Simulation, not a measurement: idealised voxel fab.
The following process module bears the name voxel transistor to metal.
205 nm wide, 5 nm square cells: that's cross-section cut.
How to read a cross-section here: the picture is a grid of square cells, written as bands going from the top down, and any band can span one or more rows of cells.
Heads up on the band format: heights come first, top then bottom, in nm. After that it's the materials left to right, each with its width in nm. A single material flagged "all across" fills the whole band edge to edge, and "empty" means there's empty space there.
Heights are measured from 0, the level below which the as-received wafer is all one material; the lowest band has no bottom and continues downward, written as in "0 down".
With a width like "30 to 40", each row of cells in the band differs from the next by the same amount, the top row carrying the first number and the bottom row the second.
Take "no alteration" at face value: in the step it is given for, the cross-section changed in none of its cells.
If an empty space has no open way to the top and is at least 8 cells in size, "Listed closed voids" lists it, written width x height at distance, where distance is measured from the left edge and every value is in nm.
Step line, after settings: the simulator's comment on this step.
"overlay nm" answers the question of how far to the right of plan the mask lay on a step that has a mask, and when it is negative the answer is to the left.

### Below is the list of planned process steps
1) RECEIVE | material Si
2) CONFORMAL_DEP | material SiO2 | thk nm 5
3) CONFORMAL_DEP | material SiN | thk nm 5
4) MASKED_ETCH | tone cover | mask id ACTIVE | width nm 115 | etch materials SiN | depth nm 15 | overlay nm 0
5) MASKED_ETCH | tone cover | mask id ACTIVE | width nm 115 | etch materials SiO2 | depth nm 5 | overlay nm 0
6) MASKED_ETCH | tone cover | mask id ACTIVE | width nm 115 | etch materials Si | depth nm 30 | overlay nm 0
7) OXIDIZE | depth nm 5
8) FILL_DEP | material SiO2 | thk nm 15
9) CMP | height nm 20
10) SELECTIVE_ETCH | etch materials SiO2 | depth nm 5
11) STRIP | etch materials SiN
12) SELECTIVE_ETCH | etch materials SiO2 | depth nm 5
13) OXIDIZE | depth nm 5
14) DIRECTIONAL_DEP | material polySi | thk nm 30
15) DIRECTIONAL_DEP | material SiCN | thk nm 10
16) MASKED_ETCH | tone cover | mask id GATE | width nm 25 | etch materials SiCN | depth nm 20 | overlay nm 0
17) MASKED_ETCH | tone cover | mask id GATE | width nm 25 | etch materials polySi | depth nm 40 | overlay nm 0
18) CONFORMAL_DEP | material SiN | thk nm 10
19) DIRECTIONAL_ETCH | etch materials SiN | depth nm 10
20) DIRECTIONAL_ETCH | etch materials SiO2 | depth nm 5
21) DIRECTIONAL_ETCH | etch materials Si | depth nm 5
22) EPI | material SiGe | thk nm 5
23) FILL_DEP | material SiO2 | thk nm 5
24) CMP | height nm 40
25) DIRECTIONAL_DEP | material SiO2 | thk nm 15
26) DIRECTIONAL_DEP | material aC | thk nm 10
27) PATTERN | tone open | mask id CONTACT | material resist | width nm 20 | pitch nm 85 | thk nm 30 | overlay nm 0
28) DIRECTIONAL_ETCH | etch materials aC | depth nm 10
29) STRIP | etch materials resist
30) DIRECTIONAL_ETCH | etch materials SiO2 | depth nm 60
31) STRIP | etch materials aC
32) CONFORMAL_DEP | material TiN | thk nm 5
33) FILL_DEP | material W | thk nm 5
34) CMP | height nm 55
35) DIRECTIONAL_DEP | material TiN | thk nm 5
36) DIRECTIONAL_DEP | material W | thk nm 25
37) MASKED_ETCH | tone cover | mask id METAL_1 | width nm 20 | pitch nm 85 | etch materials W | depth nm 25 | overlay nm 0
38) MASKED_ETCH | tone cover | mask id METAL_1 | width nm 20 | pitch nm 85 | etch materials TiN | depth nm 5 | overlay nm 0
39) FILL_DEP | material lowk | thk nm 10
40) CMP | height nm 85
41) CONFORMAL_DEP | material SiCN | thk nm 5
42) DIRECTIONAL_DEP | material SiO2 | thk nm 25
43) DIRECTIONAL_DEP | material aC | thk nm 15
44) PATTERN | tone open | mask id METAL_2 | material resist | width nm 20 | pitch nm 85 | thk nm 30 | overlay nm 0
45) DIRECTIONAL_ETCH | etch materials aC | depth nm 15
46) STRIP | etch materials resist
47) DIRECTIONAL_ETCH | etch materials SiO2 | depth nm 15
48) STRIP | etch materials aC
49) DIRECTIONAL_DEP | material aC | thk nm 15
50) PATTERN | tone open | mask id METAL_2_HOLES | material resist | width nm 15 | pitch nm 85 | thk nm 30 | overlay nm 0
51) DIRECTIONAL_ETCH | etch materials aC | depth nm 15
52) STRIP | etch materials resist
53) DIRECTIONAL_ETCH | etch materials SiO2 | depth nm 10
54) DIRECTIONAL_ETCH | etch materials SiCN | depth nm 5
55) STRIP | etch materials aC
56) CONFORMAL_DEP | material TiN | thk nm 5
57) FILL_DEP | material Ru | thk nm 10
58) CMP | height nm 115
59) CONFORMAL_DEP | material SiCN | thk nm 5
It is noted that the wafers described herein are identical at the outset and are distinguished by the thk nm of step 3; the value stated in the plan corresponds to the first wafer.

### Received wafers, first of several: cross-section after step 1
  0 down  Si all across
  Listed closed voids: none

### The table below has one row for each wafer; a row shows, as of the end of the module, how many cells of each material the wafer has gained, marked (+), or lost, marked (-), since it was received, and then the wafer's closed voids
thk nm 5; +14 Ru; -140 Si; +76 SiCN; +47 SiN; +611 SiO2; +76 TiN; +72 W; +198 lowk; +30 polySi; Listed closed voids: none
thk nm 10; +14 Ru; -173 Si; +86 SiCN; +14 SiGe; +40 SiN; +603 SiO2; +88 TiN; +84 W; +198 lowk; +30 polySi; Listed closed voids: none
thk nm 15; +14 Ru; -173 Si; +86 SiCN; +14 SiGe; +40 SiN; +603 SiO2; +88 TiN; +84 W; +198 lowk; +30 polySi; Listed closed voids: none
thk nm 20; +14 Ru; -73 Si; +86 SiCN; +34 SiGe; +32 SiN; +491 SiO2; +88 TiN; +84 W; +198 lowk; +30 polySi; Listed closed voids: none
thk nm 25; +14 Ru; -73 Si; +86 SiCN; +34 SiGe; +32 SiN; +491 SiO2; +88 TiN; +84 W; +198 lowk; +30 polySi; Listed closed voids: none
thk nm 30; +14 Ru; -73 Si; +86 SiCN; +34 SiGe; +32 SiN; +491 SiO2; +88 TiN; +84 W; +198 lowk; +30 polySi; Listed closed voids: none
